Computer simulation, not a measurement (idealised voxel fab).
You're looking at the process module voxel capacitor over wiring.
The width of the displayed cross-section, cut, is 220 nm; its cells are square, with a size of 5 nm.
If you're reading a cross-section in this doc, picture square cells in a grid; it comes to you as bands, top ones listed first down to the bottom, and a band can be one or more rows of cells.
Top, bottom (nm), then materials left to right with widths (nm); lone material tagged "throughout" fills the whole band edge to edge; "blank" = empty space.
Below 0: as-received wafer, all one material; heights counted from there. Lowest band: no bottom, goes on down, written "0 and below".
You'd read "30..40" like this: the band's top row of cells is as wide as the first number, its bottom row is as wide as the second, and going down, every row changes width by the same amount as the row before did.
"no modifications" after a step means that no cell of the cross-section changed.
You'll see "Enclosed cavities" listing empty spaces that have no way open to the top, as long as they're 8 cells or more; the notation is width x height at distance, where the distance is from the left edge, and all of it is in nm.
On each step's line, the part that comes after the settings is the simulator's own comment on the step.
When a step includes a mask, the "overlay nm" setting on its line states how far to the right of its planned place that mask lay, and negative values state how far to the left.

Planned process steps
| 1 | RECEIVE | material Si |
| 2 | CONFORMAL_DEP | material SiO2 | thk nm 15 |
| 3 | DIRECTIONAL_DEP | material TiN | thk nm 5 |
| 4 | DIRECTIONAL_DEP | material Ru | thk nm 15 |
| 5 | DIRECTIONAL_DEP | material aC | thk nm 10 |
| 6 | PATTERN | tone cover | mask id METAL_1 | material resist | width nm 25 | pitch nm 85 | thk nm 30 | overlay nm 0 |
| 7 | DIRECTIONAL_ETCH | etch materials aC | depth nm 10 |
| 8 | STRIP | etch materials resist |
| 9 | DIRECTIONAL_ETCH | etch materials Ru | depth nm 15 |
| 10 | DIRECTIONAL_ETCH | etch materials TiN | depth nm 5 |
| 11 | STRIP | etch materials aC |
| 12 | CONFORMAL_DEP | material SiN | thk nm 5 |
| 13 | FILL_DEP | material SiO2 | thk nm 5 |
| 14 | CMP | height nm 35 |
| 15 | CONFORMAL_DEP | material SiCN | thk nm 5 |
| 16 | DIRECTIONAL_DEP | material lowk | thk nm 20 |
| 17 | PATTERN | tone open | mask id PLUG_1 | material resist | width nm 15 | thk nm 15 | overlay nm 0 |
| 18 | DIRECTIONAL_ETCH | etch materials lowk | depth nm 20 |
| 19 | DIRECTIONAL_ETCH | etch materials SiCN | depth nm 5 |
| 20 | STRIP | etch materials resist |
| 21 | EPI | material Ru | thk nm 10 |
| 22 | EPI | material Ru | thk nm 10 |
| 23 | EPI | material Ru | thk nm 5 |
| 24 | DIRECTIONAL_DEP | material TiN | thk nm 10 |
| 25 | DIRECTIONAL_DEP | material Al2O3 | thk nm 5 |
| 26 | DIRECTIONAL_DEP | material TiN | thk nm 5 |
| 27 | MASKED_ETCH | tone cover | mask id UPPER_PLATE | width nm 65 | etch materials TiN | depth nm 5 | overlay nm 0 |
| 28 | MASKED_ETCH | tone cover | mask id UPPER_PLATE | width nm 65 | etch materials Al2O3 | depth nm 5 | overlay nm 0 |
| 29 | PATTERN | tone cover | mask id LOWER_PLATE | material resist | width nm 75 | thk nm 20 | overlay nm 0 |
| 30 | DIRECTIONAL_ETCH | etch materials TiN | depth nm 10 |
| 31 | STRIP | etch materials resist |
| 32 | FILL_DEP | material SiO2 | thk nm 15 |
| 33 | CMP | height nm 90 |
| 34 | DIRECTIONAL_DEP | material aC | thk nm 10 |
| 35 | PATTERN | tone open | mask id PLUG_2 | material resist | width nm 15 | thk nm 30 | overlay nm 0 |
| 36 | DIRECTIONAL_ETCH | etch materials aC | depth nm 10 |
| 37 | STRIP | etch materials resist |
| 38 | DIRECTIONAL_ETCH | etch materials SiO2 | depth nm 10 |
| 39 | STRIP | etch materials aC |
| 40 | CONFORMAL_DEP | material TiN | thk nm 5 |
| 41 | FILL_DEP | material W | thk nm 5 |
| 42 | CMP | height nm 90 |
| 43 | CONFORMAL_DEP | material SiCN | thk nm 5 |

First wafer of two (run as planned)

Wafer at receipt (post step 1), cross-section
0 and below: Si throughout
Enclosed cavities: none

After step 2: wafer cross-section
15 down to 0: SiO2 throughout
Heights below 0 show no change.

After step 3: wafer cross-section
20 down to 15: TiN throughout
Heights below 15 show no change.

After step 4: wafer cross-section
35 down to 20: Ru throughout
Heights below 20 show no change.

After step 5: wafer cross-section
45 down to 35: aC throughout
Heights below 35 show no change.

After step 6: wafer cross-section
75 down to 45: 55 nm blank / 25 nm resist / 60 nm blank / 25 nm resist / 55 nm blank
Heights below 45 show no change.

After step 7: wafer cross-section
65 down to 45: 55 nm blank / 25 nm resist / 60 nm blank / 25 nm resist / 55 nm blank
45 down to 35: 55 nm blank / 25 nm aC / 60 nm blank / 25 nm aC / 55 nm blank
Heights below 35 show no change.

After step 8: wafer cross-section
45 down to 35: 55 nm blank / 25 nm aC / 60 nm blank / 25 nm aC / 55 nm blank
Heights below 35 show no change.

After step 9: wafer cross-section
45 down to 35: 55 nm blank / 25 nm aC / 60 nm blank / 25 nm aC / 55 nm blank
35 down to 20: 55 nm blank / 25 nm Ru / 60 nm blank / 25 nm Ru / 55 nm blank
Heights below 20 show no change.

After step 10: wafer cross-section
45 down to 35: 55 nm blank / 25 nm aC / 60 nm blank / 25 nm aC / 55 nm blank
35 down to 20: 55 nm blank / 25 nm Ru / 60 nm blank / 25 nm Ru / 55 nm blank
20 down to 15: 55 nm blank / 25 nm TiN / 60 nm blank / 25 nm TiN / 55 nm blank
Heights below 15 show no change.

After step 11: wafer cross-section
35 down to 20: 55 nm blank / 25 nm Ru / 60 nm blank / 25 nm Ru / 55 nm blank
Heights below 20 show no change.

After step 12: wafer cross-section
40 down to 35: 50 nm blank / 35 nm SiN / 50 nm blank / 35 nm SiN / 50 nm blank
35 down to 20: 50 nm blank / 5 nm SiN / 25 nm Ru / 5 nm SiN / 50 nm blank / 5 nm SiN / 25 nm Ru / 5 nm SiN / 50 nm blank
20 down to 15: 55 nm SiN / 25 nm TiN / 60 nm SiN / 25 nm TiN / 55 nm SiN
Heights below 15 show no change.

After step 13: wafer cross-section
45 down to 40: SiO2 throughout
40 down to 35: 50 nm SiO2 / 35 nm SiN / 50 nm SiO2 / 35 nm SiN / 50 nm SiO2
35 down to 20: 50 nm SiO2 / 5 nm SiN / 25 nm Ru / 5 nm SiN / 50 nm SiO2 / 5 nm SiN / 25 nm Ru / 5 nm SiN / 50 nm SiO2
Heights below 20 show no change.

After step 14: wafer cross-section
35 down to 20: 50 nm SiO2 / 5 nm SiN / 25 nm Ru / 5 nm SiN / 50 nm SiO2 / 5 nm SiN / 25 nm Ru / 5 nm SiN / 50 nm SiO2
Heights below 20 show no change.

After step 15: wafer cross-section
40 down to 35: SiCN throughout
Heights below 35 show no change.

After step 16: wafer cross-section
60 down to 40: lowk throughout
Heights below 40 show no change.

After step 17: wafer cross-section
75 down to 60: 65 nm resist / 15 nm blank / 140 nm resist
Heights below 60 show no change.

After step 18: wafer cross-section
75 down to 60: 65 nm resist / 15 nm blank / 140 nm resist
60 down to 40: 65 nm lowk / 15 nm blank / 140 nm lowk
Heights below 40 show no change.

After step 19: wafer cross-section
75 down to 60: 65 nm resist / 15 nm blank / 140 nm resist
60 down to 40: 65 nm lowk / 15 nm blank / 140 nm lowk
40 down to 35: 65 nm SiCN / 15 nm blank / 140 nm SiCN
Heights below 35 show no change.

After step 20: wafer cross-section
60 down to 40: 65 nm lowk / 15 nm blank / 140 nm lowk
Heights below 40 show no change.

After step 21: wafer cross-section
60 down to 45: 65 nm lowk / 15 nm blank / 140 nm lowk
45 down to 40: 65 nm lowk / 15 nm Ru / 140 nm lowk
40 down to 35: 65 nm SiCN / 15 nm Ru / 140 nm SiCN
Heights below 35 show no change.

After step 22: wafer cross-section
60 down to 55: 65 nm lowk / 15 nm blank / 140 nm lowk
55 down to 40: 65 nm lowk / 15 nm Ru / 140 nm lowk
Heights below 40 show no change.

After step 23: wafer cross-section
60 down to 40: 65 nm lowk / 15 nm Ru / 140 nm lowk
Heights below 40 show no change.

After step 24: wafer cross-section
70 down to 60: TiN throughout
Heights below 60 show no change.

After step 25: wafer cross-section
75 down to 70: Al2O3 throughout
Heights below 70 show no change.

After step 26: wafer cross-section
80 down to 75: TiN throughout
Heights below 75 show no change.

After step 27: wafer cross-section
80 down to 75: 65 nm blank / 65 nm TiN / 90 nm blank
Heights below 75 show no change.

After step 28: wafer cross-section
80 down to 75: 65 nm blank / 65 nm TiN / 90 nm blank
75 down to 70: 65 nm blank / 65 nm Al2O3 / 90 nm blank
Heights below 70 show no change.

After step 29: wafer cross-section
100 down to 80: 60 nm blank / 75 nm resist / 85 nm blank
80 down to 75: 60 nm blank / 5 nm resist / 65 nm TiN / 5 nm resist / 85 nm blank
75 down to 70: 60 nm blank / 5 nm resist / 65 nm Al2O3 / 5 nm resist / 85 nm blank
Heights below 70 show no change.

After step 30: wafer cross-section
100 down to 80: 60 nm blank / 75 nm resist / 85 nm blank
80 down to 75: 60 nm blank / 5 nm resist / 65 nm TiN / 5 nm resist / 85 nm blank
75 down to 70: 60 nm blank / 5 nm resist / 65 nm Al2O3 / 5 nm resist / 85 nm blank
70 down to 60: 60 nm blank / 75 nm TiN / 85 nm blank
Heights below 60 show no change.

After step 31: wafer cross-section
80 down to 75: 65 nm blank / 65 nm TiN / 90 nm blank
75 down to 70: 65 nm blank / 65 nm Al2O3 / 90 nm blank
Heights below 70 show no change.

After step 32: wafer cross-section
95 down to 80: SiO2 throughout
80 down to 75: 65 nm SiO2 / 65 nm TiN / 90 nm SiO2
75 down to 70: 65 nm SiO2 / 65 nm Al2O3 / 90 nm SiO2
70 down to 60: 60 nm SiO2 / 75 nm TiN / 85 nm SiO2
Heights below 60 show no change.

After step 33: wafer cross-section
90 down to 80: SiO2 throughout
Heights below 80 show no change.

After step 34: wafer cross-section
100 down to 90: aC throughout
Heights below 90 show no change.

After step 35: wafer cross-section
130 down to 100: 75 nm resist / 15 nm blank / 130 nm resist
Heights below 100 show no change.

After step 36: wafer cross-section
120 down to 100: 75 nm resist / 15 nm blank / 130 nm resist
100 down to 90: 75 nm aC / 15 nm blank / 130 nm aC
Heights below 90 show no change.

After step 37: wafer cross-section
100 down to 90: 75 nm aC / 15 nm blank / 130 nm aC
Heights below 90 show no change.

After step 38: wafer cross-section
100 down to 90: 75 nm aC / 15 nm blank / 130 nm aC
90 down to 80: 75 nm SiO2 / 15 nm blank / 130 nm SiO2
Heights below 80 show no change.

After step 39: wafer cross-section
90 down to 80: 75 nm SiO2 / 15 nm blank / 130 nm SiO2
Heights below 80 show no change.

After step 40: wafer cross-section
95 down to 90: 80 nm TiN / 5 nm blank / 135 nm TiN
90 down to 85: 75 nm SiO2 / 5 nm TiN / 5 nm blank / 5 nm TiN / 130 nm SiO2
85 down to 75: 75..65 nm SiO2 / 15..65 nm TiN / 130..90 nm SiO2
Heights below 75 show no change.

After step 41: wafer cross-section
100 down to 95: W throughout
95 down to 90: 80 nm TiN / 5 nm W / 135 nm TiN
90 down to 85: 75 nm SiO2 / 5 nm TiN / 5 nm W / 5 nm TiN / 130 nm SiO2
Heights below 85 show no change.

After step 42: wafer cross-section
90 down to 85: 75 nm SiO2 / 5 nm TiN / 5 nm W / 5 nm TiN / 130 nm SiO2
Heights below 85 show no change.

After step 43: wafer cross-section
95 down to 90: SiCN throughout
Heights below 90 show no change.

What follows concerns the second wafer, which started out like the first and was meant to follow the very same plan; one mistake crept in when it was run, but everything up to and including step 27 is the same as for the first wafer

At the planned end of step 28, the second wafer in cross-section
80 down to 75: 65 nm blank / 65 nm TiN / 90 nm blank
75 down to 70: 65 nm blank / 75 nm Al2O3 / 80 nm blank
Heights below 70 show no change.

At the planned end of step 29, the second wafer in cross-section
100 down to 80: 60 nm blank / 75 nm resist / 85 nm blank
80 down to 75: 60 nm blank / 5 nm resist / 65 nm TiN / 5 nm resist / 85 nm blank
75 down to 70: 60 nm blank / 5 nm resist / 75 nm Al2O3 / 80 nm blank
Heights below 70 show no change.

At the planned end of step 30, the second wafer in cross-section
100 down to 80: 60 nm blank / 75 nm resist / 85 nm blank
80 down to 75: 60 nm blank / 5 nm resist / 65 nm TiN / 5 nm resist / 85 nm blank
75 down to 70: 60 nm blank / 5 nm resist / 75 nm Al2O3 / 80 nm blank
70 down to 60: 60 nm blank / 80 nm TiN / 80 nm blank
Heights below 60 show no change.

At the planned end of step 31, the second wafer in cross-section
80 down to 75: 65 nm blank / 65 nm TiN / 90 nm blank
75 down to 70: 65 nm blank / 75 nm Al2O3 / 80 nm blank
Heights below 70 show no change.

At the planned end of step 32, the second wafer in cross-section
95 down to 80: SiO2 throughout
80 down to 75: 65 nm SiO2 / 65 nm TiN / 90 nm SiO2
75 down to 70: 65 nm SiO2 / 75 nm Al2O3 / 80 nm SiO2
70 down to 60: 60 nm SiO2 / 80 nm TiN / 80 nm SiO2
Heights below 60 show no change.

At the planned end of step 33, the second wafer in cross-section
90 down to 80: SiO2 throughout
Heights below 80 show no change.

At the planned end of step 34, the second wafer in cross-section
100 down to 90: aC throughout
Heights below 90 show no change.

At the planned end of step 35, the second wafer in cross-section
130 down to 100: 75 nm resist / 15 nm blank / 130 nm resist
Heights below 100 show no change.

At the planned end of step 36, the second wafer in cross-section
120 down to 100: 75 nm resist / 15 nm blank / 130 nm resist
100 down to 90: 75 nm aC / 15 nm blank / 130 nm aC
Heights below 90 show no change.

At the planned end of step 37, the second wafer in cross-section
100 down to 90: 75 nm aC / 15 nm blank / 130 nm aC
Heights below 90 show no change.

At the planned end of step 38, the second wafer in cross-section
100 down to 90: 75 nm aC / 15 nm blank / 130 nm aC
90 down to 80: 75 nm SiO2 / 15 nm blank / 130 nm SiO2
Heights below 80 show no change.

At the planned end of step 39, the second wafer in cross-section
90 down to 80: 75 nm SiO2 / 15 nm blank / 130 nm SiO2
Heights below 80 show no change.

At the planned end of step 40, the second wafer in cross-section
95 down to 90: 80 nm TiN / 5 nm blank / 135 nm TiN
90 down to 85: 75 nm SiO2 / 5 nm TiN / 5 nm blank / 5 nm TiN / 130 nm SiO2
85 down to 75: 75..65 nm SiO2 / 15..65 nm TiN / 130..90 nm SiO2
Heights below 75 show no change.

At the planned end of step 41, the second wafer in cross-section
100 down to 95: W throughout
95 down to 90: 80 nm TiN / 5 nm W / 135 nm TiN
90 down to 85: 75 nm SiO2 / 5 nm TiN / 5 nm W / 5 nm TiN / 130 nm SiO2
Heights below 85 show no change.

At the planned end of step 42, the second wafer in cross-section
90 down to 85: 75 nm SiO2 / 5 nm TiN / 5 nm W / 5 nm TiN / 130 nm SiO2
Heights below 85 show no change.

At the planned end of step 43, the second wafer in cross-section
95 down to 90: SiCN throughout
Heights below 90 show no change.
So what did we get wrong on this run? step 28 ran as: MASKED_ETCH | tone cover | mask id UPPER_PLATE | width nm 65 | etch materials Al2O3 | depth nm 5 | overlay nm 10
In the final state, the cell counts of the second wafer exceed or fall short of those of the first for the following materials: Al2O3: 2 more; SiO2: 4 fewer; TiN: 2 more
